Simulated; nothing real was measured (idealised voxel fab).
This is a process module. Its name is voxel gate over fins.
Cross-section cut spans 250 nm and uses square cells 5 nm in size.
Bands, listed from the top down, are how a cross-section gets written in this document; the cross-section itself is a grid of square cells, and a band is one or more rows of them.
Read a band's entry like this: the first values are the height of its top and the height of its bottom in nm, and what follows is the sequence of materials from left to right, each with its width in nm. Note that "air" is empty space, and that a single material marked "all across" reaches across the band from edge to edge.
All heights in this document are referenced to 0, defined as the level beneath which the wafer, as received, consists entirely of one material. The lowest band is not bounded below; it extends indefinitely downward and is written in the form "0 down".
A two-number width, for instance "30..40", indicates that the width is equal to the first number in the top row of the band and to the second number in the bottom row, and that it changes by a constant amount per row of cells.
Given "stayed the same" for a step, no cell of the cross-section differs between before and after that step.
Closed void roster: empty space of 8 cells or more with no open way to the top, each as width x height at its distance from the left edge, in nm
What comes after the settings on a step's line is commentary from the simulator itself on that step.
overlay nm, on a step with a mask: how far to the right of its planned place the mask lay; to the left if negative

**Intended process steps**
1 op RECEIVE | material Si
2 op CONFORMAL_DEP | material SiN | thk nm 10
3 op PATTERN | tone cover | mask id FINS | material resist | width nm 15 | pitch nm 35 | thk nm 20 | overlay nm -15
4 op DIRECTIONAL_ETCH | etch materials SiN | depth nm 10
5 op DIRECTIONAL_ETCH | etch materials Si | depth nm 35
6 op STRIP | etch materials resist
7 op FILL_DEP | material SiO2 | thk nm 10
8 op CMP | height nm 10
9 op SELECTIVE_ETCH | etch materials SiO2 | depth nm 25
10 op STRIP | etch materials SiN
11 op CONFORMAL_DEP | material HfO2 | thk nm 5
12 op CONFORMAL_DEP | material TiN | thk nm 5
13 op CONFORMAL_DEP | material TiAl | thk nm 5
14 op CONFORMAL_DEP | material TiN | thk nm 5
15 op FILL_DEP | material W | thk nm 10
16 op CMP | height nm 25
17 op CONFORMAL_DEP | material SiN | thk nm 5
Split variable: overlay nm, step 3. Plan value = first wafer. Wafers start alike.

**Received condition of the first of several wafers, sectioned: post-step 1**
* 0 down | Si all across
* Closed void roster: none

**Shown in cross-section: the first of several wafers at the end of the module, after its last step, step 17**
* 30 to 25 | SiN all across
* 25 to 20 | W all across
* 20 to 15 | W 65 nm, then TiN 90 nm, then W 95 nm
* 15 to 10 | W 65 nm, then TiN 5 nm, then TiAl 80 nm, then TiN 5 nm, then W 95 nm
* 10 to 5 | W 65 nm, then TiN 5 nm, then TiAl 5 nm, then TiN 70 nm, then TiAl 5 nm, then TiN 5 nm, then W 95 nm
* 5 to 0 | TiN 70 nm, then TiAl 5 nm, then TiN 5 nm, then HfO2 25 nm, then TiN 10 nm, then HfO2 25 nm, then TiN 5 nm, then TiAl 5 nm, then TiN 100 nm
* 0 to -5 | TiAl 75 nm, then TiN 5 nm, then HfO2 5 nm, then Si 15 nm, then HfO2 5 nm, then TiN 10 nm, then HfO2 5 nm, then Si 15 nm, then HfO2 5 nm, then TiN 5 nm, then TiAl 105 nm
* -5 to -10 | TiN 80 nm, then HfO2 5 nm, then Si 15 nm, then HfO2 5 nm, then TiN 10 nm, then HfO2 5 nm, then Si 15 nm, then HfO2 5 nm, then TiN 110 nm
* -10 to -15 | HfO2 85 nm, then Si 15 nm, then HfO2 20 nm, then Si 15 nm, then HfO2 115 nm
* -15 to -35 | SiO2 85 nm, then Si 15 nm, then SiO2 20 nm, then Si 15 nm, then SiO2 115 nm
* -35 down | Si all across
* Closed void roster: none

**Cross-section, last wafer, module completion**
* 30 to 25 | SiN all across
* 25 to 20 | W all across
* 20 to 15 | W 95 nm, then TiN 90 nm, then W 65 nm
* 15 to 10 | W 95 nm, then TiN 5 nm, then TiAl 80 nm, then TiN 5 nm, then W 65 nm
* 10 to 5 | W 95 nm, then TiN 5 nm, then TiAl 5 nm, then TiN 70 nm, then TiAl 5 nm, then TiN 5 nm, then W 65 nm
* 5 to 0 | TiN 100 nm, then TiAl 5 nm, then TiN 5 nm, then HfO2 25 nm, then TiN 10 nm, then HfO2 25 nm, then TiN 5 nm, then TiAl 5 nm, then TiN 70 nm
* 0 to -5 | TiAl 105 nm, then TiN 5 nm, then HfO2 5 nm, then Si 15 nm, then HfO2 5 nm, then TiN 10 nm, then HfO2 5 nm, then Si 15 nm, then HfO2 5 nm, then TiN 5 nm, then TiAl 75 nm
* -5 to -10 | TiN 110 nm, then HfO2 5 nm, then Si 15 nm, then HfO2 5 nm, then TiN 10 nm, then HfO2 5 nm, then Si 15 nm, then HfO2 5 nm, then TiN 80 nm
* -10 to -15 | HfO2 115 nm, then Si 15 nm, then HfO2 20 nm, then Si 15 nm, then HfO2 85 nm
* -15 to -35 | SiO2 115 nm, then Si 15 nm, then SiO2 20 nm, then Si 15 nm, then SiO2 85 nm
* -35 down | Si all across
* Closed void roster: none

**Below is a per-wafer table. In it, each row describes the wafer at the end of the module by giving, for each material, the number of cells gained (+) or lost (-) since the wafer was received, and after that the closed voids of the wafer**
overlay nm -15, +62 HfO2, -308 Si, +50 SiN, +176 SiO2, +56 TiAl, +118 TiN, +146 W, Closed void roster: none
overlay nm -10, +62 HfO2, -308 Si, +50 SiN, +176 SiO2, +56 TiAl, +118 TiN, +146 W, Closed void roster: none
overlay nm -5, +62 HfO2, -308 Si, +50 SiN, +176 SiO2, +56 TiAl, +118 TiN, +146 W, Closed void roster: none
overlay nm 0, +62 HfO2, -308 Si, +50 SiN, +176 SiO2, +56 TiAl, +118 TiN, +146 W, Closed void roster: none
overlay nm 5, +62 HfO2, -308 Si, +50 SiN, +176 SiO2, +56 TiAl, +118 TiN, +146 W, Closed void roster: none
overlay nm 10, +62 HfO2, -308 Si, +50 SiN, +176 SiO2, +56 TiAl, +118 TiN, +146 W, Closed void roster: none
overlay nm 15, +62 HfO2, -308 Si, +50 SiN, +176 SiO2, +56 TiAl, +118 TiN, +146 W, Closed void roster: none
